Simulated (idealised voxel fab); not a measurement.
Process module heading - voxel spacer lines
Displayed cross-section: cut, width of 255 nm, square cells sized 5 nm.
Cross-section, as written here: a square-cell grid given band by band from the top down, where a band holds one or more rows of cells. Band entry format. Leading values: height of top, height of bottom, nm. Remainder: materials in left-to-right order, each with its width in nm. Special words: "throughout" on a single material, which then fills the band edge to edge; "blank", empty space. Below 0: as-received wafer, all one material; heights counted from there. Lowest band: no bottom, goes on down, written "from 0 down". So if you see something like "30 to 40" for the width, read it as the top row of the band sitting at the first number and the bottom row at the second, with every row in between moving by the same amount as the last. "remained unchanged", as given for a step, is the statement that not any cell of the cross-section underwent a change during that step. Reported under the label "Unvented cavities" are the empty spaces having no open way to the top and comprising 8 cells or more; the notation for each is width x height at distance, in which the distance is measured from the left edge and all three values are in nm. Anything after a step's settings on that line? It's the simulator's own note about the step. A step line may carry the setting "overlay nm", which, for steps involving a mask, states the distance by which the mask lay to the right of its intended position; negative values denote displacement to the left.
THE PLANNED PROCESS STEPS ARE ENUMERATED HEREUNDER
1: RECEIVE | material Si
2: CONFORMAL_DEP | material Al2O3 | thk nm 5
3: DIRECTIONAL_DEP | material SiN | thk nm 10
4: DIRECTIONAL_DEP | material aC | thk nm 25
5: PATTERN | tone cover | mask id MANDREL | material resist | width nm 20 | pitch nm 60 | thk nm 35 | overlay nm 0
6: DIRECTIONAL_ETCH | etch materials aC | depth nm 25
7: STRIP | etch materials resist
8: CONFORMAL_DEP | material SiO2 | thk nm 10
9: DIRECTIONAL_ETCH | etch materials SiO2 | depth nm 5
10: STRIP | etch materials aC
11: DIRECTIONAL_ETCH | etch materials SiN | depth nm 10
12: STRIP | etch materials SiO2
13: FILL_DEP | material SiO2 | thk nm 10
14: CMP | height nm 15
Split variable: depth nm, step 9. Plan value = first wafer. Wafers start alike.
AS-RECEIVED CROSS-SECTION, FIRST OF SEVERAL WAFERS, POST STEP 1
from 0 down | Si throughout
Unvented cavities: none
FOR YOUR REFERENCE, THE TABLE IS ORGANIZED WITH A ROW PER WAFER; EACH ROW REFLECTS THE WAFER AT THE END OF THE MODULE, INDICATING FOR EACH MATERIAL THE CELLS GAINED (+) OR LOST (-) SINCE RECEIPT, AND THEREAFTER ITS CLOSED VOIDS
depth nm 5, +51 Al2O3, +102 SiN, Unvented cavities: none
depth nm 10, +51 Al2O3, +24 SiN, +78 SiO2, Unvented cavities: none
depth nm 15, +51 Al2O3, +24 SiN, +78 SiO2, Unvented cavities: none
depth nm 20, +51 Al2O3, +24 SiN, +78 SiO2, Unvented cavities: none
depth nm 25, +51 Al2O3, +24 SiN, +78 SiO2, Unvented cavities: none
